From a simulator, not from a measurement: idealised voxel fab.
process module | voxel self aligned contacts
cross-section cut | 210 nm wide | cells 5 nm
A cross-section is a grid of square cells, given in bands from the top down. A band is one or more rows of cells.
Each band's line starts with the height of the band's top and of its bottom, in nm. Then come its materials from left to right, each with its width in nm. One material with "throughout" fills the band from edge to edge. "air" is empty space.
Height 0 is the level under which the wafer as received is all one material. The lowest band goes on downwards, as in "0 down".
A width such as "30 to 40" changes by the same amount from each row of cells to the next, from the band's top row to its bottom row.
"no change" after a step means that no cell of the cross-section changed.
closed voids: empty space of 8 cells or more with no open way to the top, each as width x height at its distance from the left edge, in nm
after a step's settings: what the simulator itself notes on the step
overlay nm, on a step with a mask: how far to the right of its planned place the mask lay; to the left if negative
plan
1 op RECEIVE | material Si
2 op OXIDIZE | depth nm 5
3 op DIRECTIONAL_DEP | material polySi | thk nm 30
4 op DIRECTIONAL_DEP | material SiN | thk nm 15
5 op DIRECTIONAL_DEP | material aC | thk nm 10
6 op PATTERN | tone cover | mask id GATE | material resist | width nm 25 | pitch nm 55 | thk nm 25 | overlay nm 0
7 op DIRECTIONAL_ETCH | etch materials aC | depth nm 10
8 op STRIP | etch materials resist
9 op DIRECTIONAL_ETCH | etch materials SiN | depth nm 15
10 op DIRECTIONAL_ETCH | etch materials polySi | depth nm 30
11 op STRIP | etch materials aC
12 op CONFORMAL_DEP | material SiN | thk nm 5
13 op DIRECTIONAL_ETCH | etch materials SiN | depth nm 5
14 op FILL_DEP | material SiO2 | thk nm 15
15 op CMP | height nm 55
16 op PATTERN | tone open | mask id CONTACT | material resist | width nm 40 | pitch nm 55 | thk nm 20 | overlay nm 0
17 op DIRECTIONAL_ETCH | etch materials SiO2 | depth nm 60
18 op STRIP | etch materials resist
19 op CONFORMAL_DEP | material TiN | thk nm 5
20 op FILL_DEP | material Ru | thk nm 10
21 op CMP | height nm 55
22 op CONFORMAL_DEP | material SiN | thk nm 5
as received, after step 1
  0 down: Si throughout
  closed voids: none
a wafer at the end: this start, this plan, one mistake
  60 to 55: Ru throughout
  55 to 45: SiO2 55 | TiN 5 to 15 | Ru 30 to 10 | TiN 5 to 15 | SiO2 15 | TiN 5 to 15 | Ru 30 to 10 | TiN 5 to 15 | SiO2 60
  45 to 30: SiO2 30 | SiN 35 | TiN 5 | Ru 10 | TiN 5 | SiN 35 | TiN 5 | Ru 10 | TiN 5 | SiN 35 | SiO2 35
  30 to 0: SiO2 30 | SiN 5 | polySi 25 | SiN 5 | TiN 5 | Ru 10 | TiN 5 | SiN 5 | polySi 25 | SiN 5 | TiN 5 | Ru 10 | TiN 5 | SiN 5 | polySi 25 | SiN 5 | SiO2 35
  0 to -5: SiO2 65 | TiN 20 | SiO2 35 | TiN 20 | SiO2 70
  -5 down: Si throughout
  closed voids: none
what went wrong: step 22 ran as: op CONFORMAL_DEP | material Ru | thk nm 5
